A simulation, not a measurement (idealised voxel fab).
process module | voxel ribs on slabs
cross-section cut | 285 nm wide | cells 5 nm
A cross-section is a grid of square cells, given in bands from the top down. A band is one or more rows of cells.
Each band's line starts with the height of the band's top and of its bottom, in nm. Then come its materials from left to right, each with its width in nm. One material with "throughout" fills the band from edge to edge. "air" is empty space.
Height 0 is the level under which the wafer as received is all one material. The lowest band goes on downwards, as in "0 down".
A width such as "30 to 40" changes by the same amount from each row of cells to the next, from the band's top row to its bottom row.
"no change" after a step means that no cell of the cross-section changed.
closed voids: empty space of 8 cells or more with no open way to the top, each as width x height at its distance from the left edge, in nm
after a step's settings: what the simulator itself notes on the step
overlay nm, on a step with a mask: how far to the right of its planned place the mask lay; to the left if negative
plan
1 op RECEIVE | material Si
2 op DIRECTIONAL_DEP | material SiO2 | thk nm 30
3 op DIRECTIONAL_DEP | material SiN | thk nm 15
4 op DIRECTIONAL_DEP | material aC | thk nm 10
5 op PATTERN | tone cover | mask id RIB | material resist | width nm 15 | thk nm 25 | overlay nm 0
6 op DIRECTIONAL_ETCH | etch materials aC | depth nm 10
7 op STRIP | etch materials resist
8 op DIRECTIONAL_ETCH | etch materials SiN | depth nm 10
9 op STRIP | etch materials aC
10 op PATTERN | tone cover | mask id SLAB | material resist | width nm 45 | thk nm 15 | overlay nm 0
11 op DIRECTIONAL_ETCH | etch materials SiN | depth nm 5
12 op STRIP | etch materials resist
13 op FILL_DEP | material SiO2 | thk nm 25
14 op CMP | height nm 65
15 op DIRECTIONAL_DEP | material W | thk nm 5
16 op MASKED_ETCH | tone cover | mask id HEATER | width nm 25 | etch materials W | depth nm 5 | overlay nm -15
17 op CONFORMAL_DEP | material SiO2 | thk nm 5
varied across the wafers: overlay nm of step 16. The plan shows the first wafer's value. All wafers start alike
first wafer as received, after step 1
  0 down: Si throughout
  closed voids: none
first wafer at the end, after step 17
  75 to 70: air 110 | SiO2 35 | air 140
  70 to 65: SiO2 115 | W 25 | SiO2 145
  65 to 45: SiO2 throughout
  45 to 35: SiO2 135 | SiN 15 | SiO2 135
  35 to 30: SiO2 120 | SiN 45 | SiO2 120
  30 to 0: SiO2 throughout
  0 down: Si throughout
  closed voids: none
last wafer at the end
  75 to 70: air 140 | SiO2 35 | air 110
  70 to 65: SiO2 145 | W 25 | SiO2 115
  65 to 45: SiO2 throughout
  45 to 35: SiO2 135 | SiN 15 | SiO2 135
  35 to 30: SiO2 120 | SiN 45 | SiO2 120
  30 to 0: SiO2 throughout
  0 down: Si throughout
  closed voids: none
each wafer at the end: cells of each material gained (+) or lost (-) since it was received, then its closed voids
overlay nm -15 | +15 SiN | +785 SiO2 | +5 W | closed voids: none
overlay nm -10 | +15 SiN | +785 SiO2 | +5 W | closed voids: none
overlay nm -5 | +15 SiN | +785 SiO2 | +5 W | closed voids: none
overlay nm 0 | +15 SiN | +785 SiO2 | +5 W | closed voids: none
overlay nm 5 | +15 SiN | +785 SiO2 | +5 W | closed voids: none
overlay nm 10 | +15 SiN | +785 SiO2 | +5 W | closed voids: none
overlay nm 15 | +15 SiN | +785 SiO2 | +5 W | closed voids: none
